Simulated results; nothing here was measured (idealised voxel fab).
This is a process module. Its name is voxel wiring stack.
The cross-section shown here is cut; it is 210 nm wide and divided into square cells measuring 5 nm on a side.
Throughout this document, each cross-section is represented as a grid of square cells and is presented as a sequence of bands enumerated from the top downward, where a band comprises one or more rows of cells.
Top height, bottom height, nm. Materials left to right, width each, nm. Single material + "edge to edge" = fills band edge to edge. "blank" = empty.
For the purposes of this specification, 0 denotes the height below which the wafer in its as-received condition is composed wholly of one material, and the lowermost band, lacking a lower limit, extends downward without end, as expressed in "0..down".
Quick explanation for "30..40": the width changes in equal steps down the rows of cells, from the first number in the band's top row to the second number in its bottom row.
What does "stayed the same" mean for a step? It means no cell of the cross-section changed in that step.
Empty spaces counting at least 8 cells and having no open way to the top are listed in "Closed internal voids". The notation width x height at distance is used for each, the distance being from the left edge and all three values in nm.
If you see something after the settings on a step's line, that's the simulator's own remark about that step.
If you see "overlay nm" on a step's line and that step has a mask, it's telling you how far right of where it was planned the mask ended up; a negative number means it went left instead.

PROCESS STEPS (PLANNED)
1: RECEIVE, material Si
2: CONFORMAL_DEP, material SiO2, thk nm 15
3: DIRECTIONAL_DEP, material TiN, thk nm 5
4: DIRECTIONAL_DEP, material W, thk nm 20
5: MASKED_ETCH, tone cover, mask id METAL_1, width nm 20, pitch nm 35, etch materials W, depth nm 20, overlay nm 0
6: MASKED_ETCH, tone cover, mask id METAL_1, width nm 20, pitch nm 35, etch materials TiN, depth nm 5, overlay nm 0
7: CONFORMAL_DEP, material SiN, thk nm 5
8: FILL_DEP, material SiO2, thk nm 5
9: CMP, height nm 40
10: CONFORMAL_DEP, material SiCN, thk nm 5
11: DIRECTIONAL_DEP, material SiO2, thk nm 35
12: MASKED_ETCH, tone open, mask id METAL_2, width nm 20, pitch nm 35, etch materials SiO2, depth nm 20, overlay nm 0
13: MASKED_ETCH, tone open, mask id METAL_2_HOLES, width nm 15, etch materials SiO2, depth nm 15, overlay nm 0
14: MASKED_ETCH, tone open, mask id METAL_2_HOLES, width nm 15, etch materials SiCN, depth nm 5, overlay nm 0
15: CONFORMAL_DEP, material TiN, thk nm 5
16: FILL_DEP, material Cu, thk nm 5
17: CMP, height nm 80
18: CONFORMAL_DEP, material SiCN, thk nm 5
19: DIRECTIONAL_DEP, material SiO2, thk nm 10
20: MASKED_ETCH, tone open, mask id PLUG_2, width nm 15, pitch nm 35, etch materials SiO2, depth nm 10, overlay nm 0
21: MASKED_ETCH, tone open, mask id PLUG_2, width nm 15, pitch nm 35, etch materials SiCN, depth nm 5, overlay nm 0
22: EPI, material Ru, thk nm 10
23: EPI, material Ru, thk nm 5
24: CONFORMAL_DEP, material SiN, thk nm 5
25: DIRECTIONAL_DEP, material SiO2, thk nm 15
26: PATTERN, tone open, mask id METAL_3, material resist, width nm 20, pitch nm 35, thk nm 20, overlay nm 0
27: DIRECTIONAL_ETCH, etch materials SiO2, depth nm 15
28: DIRECTIONAL_ETCH, etch materials SiN, depth nm 5
29: STRIP, etch materials resist
30: CONFORMAL_DEP, material TiN, thk nm 5
31: FILL_DEP, material W, thk nm 10
32: CMP, height nm 115
33: CONFORMAL_DEP, material SiCN, thk nm 5
34: DIRECTIONAL_DEP, material SiO2, thk nm 35
35: PATTERN, tone open, mask id METAL_4, material resist, width nm 20, pitch nm 35, thk nm 20, overlay nm 0
36: DIRECTIONAL_ETCH, etch materials SiO2, depth nm 20
37: STRIP, etch materials resist
38: DIRECTIONAL_DEP, material aC, thk nm 10
39: PATTERN, tone open, mask id METAL_4_HOLES, material resist, width nm 15, pitch nm 35, thk nm 25, overlay nm 0
40: DIRECTIONAL_ETCH, etch materials aC, depth nm 10
41: STRIP, etch materials resist
42: DIRECTIONAL_ETCH, etch materials SiO2, depth nm 15
43: DIRECTIONAL_ETCH, etch materials SiCN, depth nm 5
44: STRIP, etch materials aC
45: CONFORMAL_DEP, material TiN, thk nm 5
46: FILL_DEP, material Cu, thk nm 10
47: CMP, height nm 155
48: CONFORMAL_DEP, material SiCN, thk nm 5
The wafers are alike at the start. At step 13, their width nm differs. The plan lists the first wafer's value.

THE FIRST OF SEVERAL WAFERS AS RECEIVED, SHOWN IN CROSS-SECTION; THIS IS ITS STATE AFTER STEP 1
* 0..down  Si edge to edge
* Closed internal voids: none

CROSS-SECTIONAL REPRESENTATION OF THE FIRST OF SEVERAL WAFERS AT THE END OF THE MODULE, I.E. AFTER ITS TERMINAL STEP, STEP 48
* 160..155  SiCN edge to edge
* 155..140  SiO2: 75 | TiN: 5 | Cu: 10 | TiN: 5 | SiO2: 15 | TiN: 5 | Cu: 10 | TiN: 5 | SiO2: 80
* 140..135  SiO2: 75 | TiN: 5 | Cu: 5 | TiN: 10 | SiO2: 15 | TiN: 5 | Cu: 5 | TiN: 10 | SiO2: 80
* 135..120  SiO2: 75 | TiN: 5 | Cu: 5 | TiN: 5 | SiO2: 20 | TiN: 5 | Cu: 5 | TiN: 5 | SiO2: 85
* 120..115  SiCN: 75 | TiN: 15 | SiCN: 20 | TiN: 15 | SiCN: 85
* 115..100  SiO2: 75 | TiN: 5 | W: 10 | TiN: 5 | SiO2: 15 | TiN: 5 | W: 10 | TiN: 5 | SiO2: 80
* 100..95  SiN: 75 | TiN: 20 | SiN: 15 | TiN: 20 | SiN: 80
* 95..85  SiO2: 75 | Ru: 15 | SiO2: 20 | Ru: 15 | SiO2: 85
* 85..80  SiCN: 75 | Ru: 15 | SiCN: 20 | Ru: 15 | SiCN: 85
* 80..65  SiO2: 75 | TiN: 5 | Cu: 10 | TiN: 5 | SiO2: 15 | TiN: 5 | Cu: 10 | TiN: 5 | SiO2: 80
* 65..60  SiO2: 75 | TiN: 5 | Cu: 5 | TiN: 10 | SiO2: 15 | TiN: 20 | SiO2: 80
* 60..45  SiO2: 75 | TiN: 5 | Cu: 5 | TiN: 5 | SiO2: 120
* 45..40  SiCN: 75 | TiN: 15 | SiCN: 120
* 40..20  SiO2: 70 | SiN: 5 | W: 20 | SiN: 5 | SiO2: 5 | SiN: 5 | W: 20 | SiN: 5 | SiO2: 75
* 20..15  SiN: 75 | TiN: 20 | SiN: 15 | TiN: 20 | SiN: 80
* 15..0  SiO2 edge to edge
* 0..down  Si edge to edge
* Closed internal voids: none

AT THE END OF THE MODULE, THE LAST OF SEVERAL WAFERS IN CROSS-SECTION
* 160..155  SiCN edge to edge
* 155..140  SiO2: 75 | TiN: 5 | Cu: 10 | TiN: 5 | SiO2: 15 | TiN: 5 | Cu: 10 | TiN: 5 | SiO2: 80
* 140..135  SiO2: 75 | TiN: 5 | Cu: 5 | TiN: 10 | SiO2: 15 | TiN: 5 | Cu: 5 | TiN: 10 | SiO2: 80
* 135..120  SiO2: 75 | TiN: 5 | Cu: 5 | TiN: 5 | SiO2: 20 | TiN: 5 | Cu: 5 | TiN: 5 | SiO2: 85
* 120..115  SiCN: 75 | TiN: 15 | SiCN: 20 | TiN: 15 | SiCN: 85
* 115..100  SiO2: 75 | TiN: 5 | W: 10 | TiN: 5 | SiO2: 15 | TiN: 5 | W: 10 | TiN: 5 | SiO2: 80
* 100..95  SiN: 75 | TiN: 20 | SiN: 15 | TiN: 20 | SiN: 80
* 95..85  SiO2: 75 | Ru: 15 | SiO2: 20 | Ru: 15 | SiO2: 85
* 85..80  SiCN: 75 | Ru: 15 | SiCN: 20 | Ru: 15 | SiCN: 85
* 80..70  SiO2: 70 | TiN: 5 | Cu: 20 | TiN: 5 | SiO2: 10 | TiN: 5 | Cu: 10 | TiN: 5 | SiO2: 80
* 70..65  SiO2: 70 | TiN: 10 | Cu: 10 | TiN: 10 | SiO2: 10 | TiN: 5 | Cu: 10 | TiN: 5 | SiO2: 80
* 65..60  SiO2: 75 | TiN: 5 | Cu: 10 | TiN: 5 | SiO2: 15 | TiN: 20 | SiO2: 80
* 60..50  SiO2: 75 | TiN: 5 | Cu: 10 | TiN: 5 | SiO2: 115
* 50..45  SiO2: 75 | TiN: 5 | Cu: 5 | TiN: 10 | SiO2: 115
* 45..40  SiCN: 75 | TiN: 15 | SiCN: 120
* 40..20  SiO2: 70 | SiN: 5 | W: 20 | SiN: 5 | SiO2: 5 | SiN: 5 | W: 20 | SiN: 5 | SiO2: 75
* 20..15  SiN: 75 | TiN: 20 | SiN: 15 | TiN: 20 | SiN: 80
* 15..0  SiO2 edge to edge
* 0..down  Si edge to edge
* Closed internal voids: none

ROW PER WAFER, END-OF-MODULE: CELL GAIN (+)/LOSS (-) BY MATERIAL SINCE THE WAFER CAME IN, THEN CLOSED VOIDS
width nm 15; +36 Cu; +18 Ru; +153 SiCN; +84 SiN; +917 SiO2; +92 TiN; +44 W; Closed internal voids: none
width nm 20; +39 Cu; +18 Ru; +153 SiCN; +84 SiN; +914 SiO2; +92 TiN; +44 W; Closed internal voids: none
width nm 25; +41 Cu; +18 Ru; +153 SiCN; +84 SiN; +911 SiO2; +93 TiN; +44 W; Closed internal voids: none
width nm 30; +43 Cu; +18 Ru; +153 SiCN; +84 SiN; +908 SiO2; +94 TiN; +44 W; Closed internal voids: none
